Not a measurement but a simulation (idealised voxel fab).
Presented below is a process module, voxel wiring stack.
In the cross-section labelled cut, the width is 275 nm and each square cell is 5 nm.
When this document writes out a cross-section, it uses a grid of square cells and lists it as bands, beginning at the top and moving down, with a band standing for one or more rows of cells.
Band: top height; bottom height; in nm. Then, left to right: material with width in nm, for each material. "edge to edge": a single material spanning edge to edge. "blank": empty space.
Height 0 is the level under which the wafer as received is all one material. The lowest band goes on downwards, as in "from 0 down".
The width entry "30..40" should be interpreted row by row: the top row of cells in the band takes the first number, the bottom row takes the second number, and the change between adjacent rows is uniform throughout.
Reading "remains unaltered" for a step: not a cell of the cross-section changed in it.
Heads up: "Closed-off voids" only lists the empty pockets with no open path to the top that are 8 cells or more, and it writes them as width x height at distance, distance from the left edge, in nm.
Whatever follows a step's settings on its line is a remark the simulator itself makes about that step.
overlay nm: for a step with a mask, the amount by which the mask lay right of where it was planned; a negative amount means left of it.

Planned step list for the process
1) op RECEIVE | material Si
2) op CONFORMAL_DEP | material SiO2 | thk nm 15
3) op DIRECTIONAL_DEP | material TiN | thk nm 5
4) op DIRECTIONAL_DEP | material Ru | thk nm 25
5) op DIRECTIONAL_DEP | material aC | thk nm 15
6) op PATTERN | tone cover | mask id METAL_1 | material resist | width nm 20 | pitch nm 40 | thk nm 30 | overlay nm 0
7) op DIRECTIONAL_ETCH | etch materials aC | depth nm 15
8) op STRIP | etch materials resist
9) op DIRECTIONAL_ETCH | etch materials Ru | depth nm 25
10) op DIRECTIONAL_ETCH | etch materials TiN | depth nm 5
11) op STRIP | etch materials aC
12) op FILL_DEP | material SiO2 | thk nm 5
13) op CMP | height nm 45
14) op CONFORMAL_DEP | material SiCN | thk nm 5
15) op DIRECTIONAL_DEP | material lowk | thk nm 30
16) op PATTERN | tone open | mask id METAL_2_HOLES | material resist | width nm 15 | pitch nm 80 | thk nm 15 | overlay nm 0
17) op DIRECTIONAL_ETCH | etch materials lowk | depth nm 30
18) op STRIP | etch materials resist
19) op PATTERN | tone open | mask id METAL_2 | material resist | width nm 20 | pitch nm 40 | thk nm 15 | overlay nm 0
20) op DIRECTIONAL_ETCH | etch materials lowk | depth nm 20
21) op DIRECTIONAL_ETCH | etch materials SiCN | depth nm 5
22) op STRIP | etch materials resist
23) op CONFORMAL_DEP | material TiN | thk nm 5
24) op FILL_DEP | material Ru | thk nm 5
25) op CMP | height nm 80
26) op CONFORMAL_DEP | material SiCN | thk nm 5
27) op DIRECTIONAL_DEP | material SiO2 | thk nm 35
28) op DIRECTIONAL_DEP | material aC | thk nm 10
29) op PATTERN | tone open | mask id METAL_3 | material resist | width nm 20 | pitch nm 40 | thk nm 30 | overlay nm 0
30) op DIRECTIONAL_ETCH | etch materials aC | depth nm 10
31) op STRIP | etch materials resist
32) op DIRECTIONAL_ETCH | etch materials SiO2 | depth nm 20
33) op STRIP | etch materials aC
34) op MASKED_ETCH | tone open | mask id METAL_3_HOLES | width nm 15 | pitch nm 80 | etch materials SiO2 | depth nm 5 | overlay nm 0
35) op MASKED_ETCH | tone open | mask id METAL_3_HOLES | width nm 15 | pitch nm 80 | etch materials SiCN | depth nm 5 | overlay nm 0
36) op CONFORMAL_DEP | material TiN | thk nm 5
37) op FILL_DEP | material Cu | thk nm 10
38) op CMP | height nm 120
39) op CONFORMAL_DEP | material SiN | thk nm 5
Same starting wafers, different depth nm at step 34. Plan value belongs to the first wafer.

First wafer of several, as received: cross-section after step 1
  from 0 down = Si edge to edge
  Closed-off voids: none

The following table contains a row per wafer, in which are reported, at the conclusion of the module, the cells of each material gained (+) or lost (-) since the wafer's receipt, with its closed voids given thereafter
depth nm 5; +26 Cu; +110 Ru; +104 SiCN; +55 SiN; +714 SiO2; +112 TiN; +254 lowk; Closed-off voids: none
depth nm 10; +28 Cu; +110 Ru; +104 SiCN; +55 SiN; +708 SiO2; +116 TiN; +254 lowk; Closed-off voids: none
depth nm 15; +32 Cu; +110 Ru; +98 SiCN; +55 SiN; +702 SiO2; +124 TiN; +254 lowk; Closed-off voids: none
depth nm 20; +32 Cu; +110 Ru; +98 SiCN; +55 SiN; +702 SiO2; +124 TiN; +254 lowk; Closed-off voids: none
depth nm 25; +32 Cu; +110 Ru; +98 SiCN; +55 SiN; +702 SiO2; +124 TiN; +254 lowk; Closed-off voids: none
depth nm 30; +32 Cu; +110 Ru; +98 SiCN; +55 SiN; +702 SiO2; +124 TiN; +254 lowk; Closed-off voids: none
